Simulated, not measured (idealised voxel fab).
Herein follows the process module entitled voxel fin reveal.
Cross-section cut: width 205 nm, square cells of 5 nm.
For the purposes of this document, a cross-section shall be understood as a grid of square cells, specified as bands listed in top-to-bottom order, each band consisting of one or more rows of cells.
First you get the band's top height and its bottom height, in nm, and then the materials it's made of, left to right, with each width in nm. If you see a single material with "everywhere", that one covers the band edge to edge. "air" is empty space.
The reference from which all heights are counted is 0, the level beneath which the as-received wafer is entirely one material; the lowest band, having no lower bound, proceeds downward and is written after the example "z 0 and below".
Width spec "30->40" -> top row of cells at first value, bottom row at second value, equal per-row change in between.
Step marked "left unchanged"? Then no cell in the cross-section changed in it.
If an empty space has no open way to the top and is at least 8 cells in size, "Enclosed cavities" lists it, written width x height at distance, where distance is measured from the left edge and every value is in nm.
Where a step's line continues beyond its settings, the continuation is a remark by the simulator itself on that step.
The "overlay nm" setting may appear on a step's line; for a step that uses a mask, it gives how far to the right of its planned position the mask lay, and a negative value indicates the left.

Set out below are the planned steps of the process:
1: RECEIVE, material Si
2: CONFORMAL_DEP, material SiN, thk nm 5
3: MASKED_ETCH, tone cover, mask id FINS, width nm 15, pitch nm 35, etch materials SiN, depth nm 5, overlay nm 0
4: MASKED_ETCH, tone cover, mask id FINS, width nm 15, pitch nm 35, etch materials Si, depth nm 30, overlay nm 0
5: FILL_DEP, material SiO2, thk nm 5
6: CMP, height nm 5
7: SELECTIVE_ETCH, etch materials SiO2, depth nm 25
8: STRIP, etch materials SiN
9: CONFORMAL_DEP, material HfO2, thk nm 5

first wafer, as planned:

The cross-section here shows the wafer as received, i.e. in its state after step 1:
> z 0 and below = Si everywhere
> Enclosed cavities: none

Cross-section of the wafer after step 2:
> z 5 to 0 = SiN everywhere
> Under 0: no change, same as before.

Cross-section of the wafer after step 3:
> z 5 to 0 = 75 air; 15 SiN; 20 air; 15 SiN; 80 air
> Under 0: no change, same as before.

Cross-section of the wafer after step 4:
> z 5 to 0 = 75 air; 15 SiN; 20 air; 15 SiN; 80 air
> z 0 to -30 = 75 air; 15 Si; 20 air; 15 Si; 80 air
> Under -30: no change, same as before.

Cross-section of the wafer after step 5:
> z 10 to 5 = SiO2 everywhere
> z 5 to 0 = 75 SiO2; 15 SiN; 20 SiO2; 15 SiN; 80 SiO2
> z 0 to -30 = 75 SiO2; 15 Si; 20 SiO2; 15 Si; 80 SiO2
> Under -30: no change, same as before.

Cross-section of the wafer after step 6:
> z 5 to 0 = 75 SiO2; 15 SiN; 20 SiO2; 15 SiN; 80 SiO2
> Under 0: no change, same as before.

Cross-section of the wafer after step 7:
> z 5 to 0 = 75 air; 15 SiN; 20 air; 15 SiN; 80 air
> z 0 to -20 = 75 air; 15 Si; 20 air; 15 Si; 80 air
> Under -20: no change, same as before.

Cross-section of the wafer after step 8:
> z 0 to -20 = 75 air; 15 Si; 20 air; 15 Si; 80 air
> Under -20: no change, same as before.

Cross-section of the wafer after step 9:
> z 5 to 0 = 70 air; 25 HfO2; 10 air; 25 HfO2; 75 air
> z 0 to -15 = 70 air; 5 HfO2; 15 Si; 5 HfO2; 10 air; 5 HfO2; 15 Si; 5 HfO2; 75 air
> z -15 to -20 = 75 HfO2; 15 Si; 20 HfO2; 15 Si; 80 HfO2
> Under -20: no change, same as before.

Regarding the second of the two wafers: it shared the first wafer's starting condition and process plan, yet one error occurred during its execution. Its history coincides with that of the first wafer up to and including step 8:

What the second wafer looks like in cross-section when step 9 should have wrapped up: left unchanged
What was done differently from what was planned? step 9 of the plan: omitted, not performed
End check, counted in cells, second wafer has more or fewer of these materials than the first: -57 HfO2
